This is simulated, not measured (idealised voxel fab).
This is a process module. Its name is voxel capacitor over wiring.
Section cut is 295 nm wide and gridded with 5 nm square cells.
Cross-section, as written here: a square-cell grid given band by band from the top down, where a band holds one or more rows of cells.
Basically the band line says how high the top is and how high the bottom is, in nm, and then what's in it from left to right, every material with its width in nm. Empty space shows up as "empty", and if a single material carries "edge to edge" it runs the full band edge to edge.
Heights from 0 (as-received wafer is one material below). Bottom band endless downward, as "0 nm and below".
A width such as "30 to 40" changes by the same amount from each row of cells to the next, from the band's top row to its bottom row.
"nothing changed" means the step left every cell of the cross-section as it was.
"Trapped void list": empty spaces of 8 cells or more with no open way to the top, each given as width x height at distance, distance from the left edge, all in nm.
On a step's line, text after the settings is the simulator commenting on that step.
On any step carrying a mask, the "overlay nm" setting, if present on the step's line, tells how far right of its planned place the mask lay; negative values point to the left.
**Process steps (planned)**
step 1: RECEIVE,material Si
step 2: CONFORMAL_DEP,material SiO2,thk nm 10
step 3: DIRECTIONAL_DEP,material TiN,thk nm 5
step 4: DIRECTIONAL_DEP,material W,thk nm 20
step 5: MASKED_ETCH,tone cover,mask id METAL_1,width nm 30,pitch nm 100,etch materials W,depth nm 20,overlay nm 0
step 6: MASKED_ETCH,tone cover,mask id METAL_1,width nm 30,pitch nm 100,etch materials TiN,depth nm 5,overlay nm 0
step 7: FILL_DEP,material SiO2,thk nm 5
step 8: CMP,height nm 35
step 9: CONFORMAL_DEP,material SiCN,thk nm 5
step 10: DIRECTIONAL_DEP,material lowk,thk nm 20
step 11: MASKED_ETCH,tone open,mask id PLUG_1,width nm 15,etch materials lowk,depth nm 20,overlay nm 0
step 12: MASKED_ETCH,tone open,mask id PLUG_1,width nm 15,etch materials SiCN,depth nm 5,overlay nm 0
step 13: EPI,material Ru,thk nm 10
step 14: EPI,material Ru,thk nm 10
step 15: EPI,material Ru,thk nm 5
step 16: DIRECTIONAL_DEP,material TiN,thk nm 5
step 17: DIRECTIONAL_DEP,material Al2O3,thk nm 5
step 18: DIRECTIONAL_DEP,material TiN,thk nm 5
step 19: DIRECTIONAL_DEP,material aC,thk nm 15
step 20: PATTERN,tone cover,mask id UPPER_PLATE,material resist,width nm 75,thk nm 30,overlay nm 0
step 21: DIRECTIONAL_ETCH,etch materials aC,depth nm 15
step 22: STRIP,etch materials resist
step 23: DIRECTIONAL_ETCH,etch materials TiN,depth nm 5
step 24: DIRECTIONAL_ETCH,etch materials Al2O3,depth nm 5
step 25: STRIP,etch materials aC
step 26: DIRECTIONAL_DEP,material aC,thk nm 10
step 27: PATTERN,tone cover,mask id LOWER_PLATE,material resist,width nm 85,thk nm 30,overlay nm 0
step 28: DIRECTIONAL_ETCH,etch materials aC,depth nm 10
step 29: STRIP,etch materials resist
step 30: DIRECTIONAL_ETCH,etch materials TiN,depth nm 5
step 31: STRIP,etch materials aC
step 32: FILL_DEP,material SiO2,thk nm 20
step 33: CMP,height nm 90
step 34: PATTERN,tone open,mask id PLUG_2,material resist,width nm 15,thk nm 15,overlay nm 0
step 35: DIRECTIONAL_ETCH,etch materials SiO2,depth nm 15
step 36: STRIP,etch materials resist
step 37: CONFORMAL_DEP,material TiN,thk nm 5
step 38: FILL_DEP,material Ru,thk nm 10
step 39: CMP,height nm 90
step 40: CONFORMAL_DEP,material SiCN,thk nm 5
**The cross-section here shows the wafer as received, i.e. in its state after step 1**
  0 nm and below  Si edge to edge
  Trapped void list: none
**Figure: cross-sectional view of the wafer upon completion of the module, processed from the initial state and according to the plan depicted above, with one error introduced during execution**
  95 nm to 90 nm  SiCN edge to edge
  90 nm to 80 nm  SiO2 105 / TiN 15 to 65 / SiO2 175 to 125
  80 nm to 75 nm  SiO2 105 / TiN 5 / Al2O3 60 / SiO2 125
  75 nm to 70 nm  SiO2 90 / TiN 5 / SiO2 15 / TiN 65 / SiO2 120
  70 nm to 60 nm  lowk 95 / SiO2 15 / lowk 185
  60 nm to 55 nm  lowk 95 / TiN 15 / lowk 185
  55 nm to 50 nm  lowk 95 / Al2O3 15 / lowk 185
  50 nm to 45 nm  SiCN 95 / TiN 15 / SiCN 185
  45 nm to 35 nm  SiCN edge to edge
  35 nm to 15 nm  SiO2 80 / W 30 / SiO2 70 / W 30 / SiO2 85
  15 nm to 10 nm  SiO2 80 / TiN 30 / SiO2 70 / TiN 30 / SiO2 85
  10 nm to 0 nm  SiO2 edge to edge
  0 nm and below  Si edge to edge
  Trapped void list: none
Deviation noted in wafer processing: step 9 ran as: CONFORMAL_DEP,material SiCN,thk nm 15
